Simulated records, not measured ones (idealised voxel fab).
The name of this process module is voxel air gaps.
270 nm wide, 5 nm square cells: that's cross-section cut.
Cross-section format: a grid of square cells, given as bands from top to bottom; each band is one or more rows of cells. Band: top height; bottom height; in nm. Then, left to right: material with width in nm, for each material. "throughout": a single material spanning edge to edge. "empty": empty space. Where do heights start? At 0: under that level the wafer as delivered is made of one material only. And the lowest band has no floor; it just carries on downward, as in "top 0, no bottom". You'd read "30..40" like this: the band's top row of cells is as wide as the first number, its bottom row is as wide as the second, and going down, every row changes width by the same amount as the row before did. "all unchanged", as given for a step, is the statement that not any cell of the cross-section underwent a change during that step. So "Enclosed internal cavities" is basically the list of trapped voids: any empty space of 8 cells or more that can't reach the top through an opening. They're written width x height at distance, the distance being from the left edge, and it's all nm. On a step's line, text after the settings is the simulator commenting on that step. The "overlay nm" setting may appear on a step's line; for a step that uses a mask, it gives how far to the right of its planned position the mask lay, and a negative value indicates the left.

Process steps - plan
step 1: RECEIVE with material Si
step 2: CONFORMAL_DEP with material SiO2, thk nm 15
step 3: CONFORMAL_DEP with material SiCN, thk nm 5
step 4: DIRECTIONAL_DEP with material lowk, thk nm 30
step 5: PATTERN with tone open, mask id LINES, material resist, width nm 25, pitch nm 50, thk nm 15, overlay nm 0
step 6: DIRECTIONAL_ETCH with etch materials lowk, depth nm 30
step 7: STRIP with etch materials resist
step 8: CONFORMAL_DEP with material TiN, thk nm 5
step 9: FILL_DEP with material W, thk nm 5
step 10: CMP with height nm 50
step 11: EPI with material Ru, thk nm 10
step 12: SELECTIVE_ETCH with etch materials lowk, depth nm 40
step 13: CONFORMAL_DEP with material SiCN, thk nm 5

Delivered wafer in cross-section: state after step 1
- top 0, no bottom: Si throughout
- Enclosed internal cavities: none

The first of two wafers, cross-sectioned at the end of the module, with the run proceeding as planned
- top 65, bottom 60: empty (55)  SiCN (155)  empty (60)
- top 60, bottom 50: empty (55)  SiCN (5)  Ru (45)  SiCN (5)  Ru (45)  SiCN (5)  Ru (45)  SiCN (5)  empty (60)
- top 50, bottom 45: empty (55)  SiCN (15)  TiN (5)  W (15)  TiN (5)  SiCN (25)  TiN (5)  W (15)  TiN (5)  SiCN (25)  TiN (5)  W (15)  TiN (5)  SiCN (15)  empty (60)
- top 45, bottom 25: empty (65)  SiCN (5)  TiN (5)  W (15)  TiN (5)  SiCN (5)  empty (15)  SiCN (5)  TiN (5)  W (15)  TiN (5)  SiCN (5)  empty (15)  SiCN (5)  TiN (5)  W (15)  TiN (5)  SiCN (5)  empty (70)
- top 25, bottom 20: SiCN (70)  TiN (25)  SiCN (25)  TiN (25)  SiCN (25)  TiN (25)  SiCN (75)
- top 20, bottom 15: SiCN throughout
- top 15, bottom 0: SiO2 throughout
- top 0, no bottom: Si throughout
- Enclosed internal cavities: 15 x 20 at 100; 15 x 20 at 150

Second wafer cross-section at end of module - shared start and plan with the first, one mistake in the run
- top 65, bottom 60: SiCN throughout
- top 60, bottom 50: Ru throughout
- top 50, bottom 45: W throughout
- top 45, bottom 40: TiN (75)  W (15)  TiN (35)  W (15)  TiN (35)  W (15)  TiN (80)
- top 40, bottom 15: lowk (70)  TiN (5)  W (15)  TiN (5)  lowk (25)  TiN (5)  W (15)  TiN (5)  lowk (25)  TiN (5)  W (15)  TiN (5)  lowk (75)
- top 15, bottom 10: lowk (70)  TiN (25)  lowk (25)  TiN (25)  lowk (25)  TiN (25)  lowk (75)
- top 10, bottom 5: SiCN throughout
- top 5, bottom 0: SiO2 throughout
- top 0, no bottom: Si throughout
- Enclosed internal cavities: none
What was done differently from what was planned? note that step 2 departed from the planned setting and was carried out as CONFORMAL_DEP with material SiO2, thk nm 5
at the end the second wafer has, in cells: Ru +54 | SiCN -64 | SiO2 -108 | TiN +45 | W +63 | lowk +234
The closed voids present at the end amount to 2 for the first wafer and 0 for the second wafer.
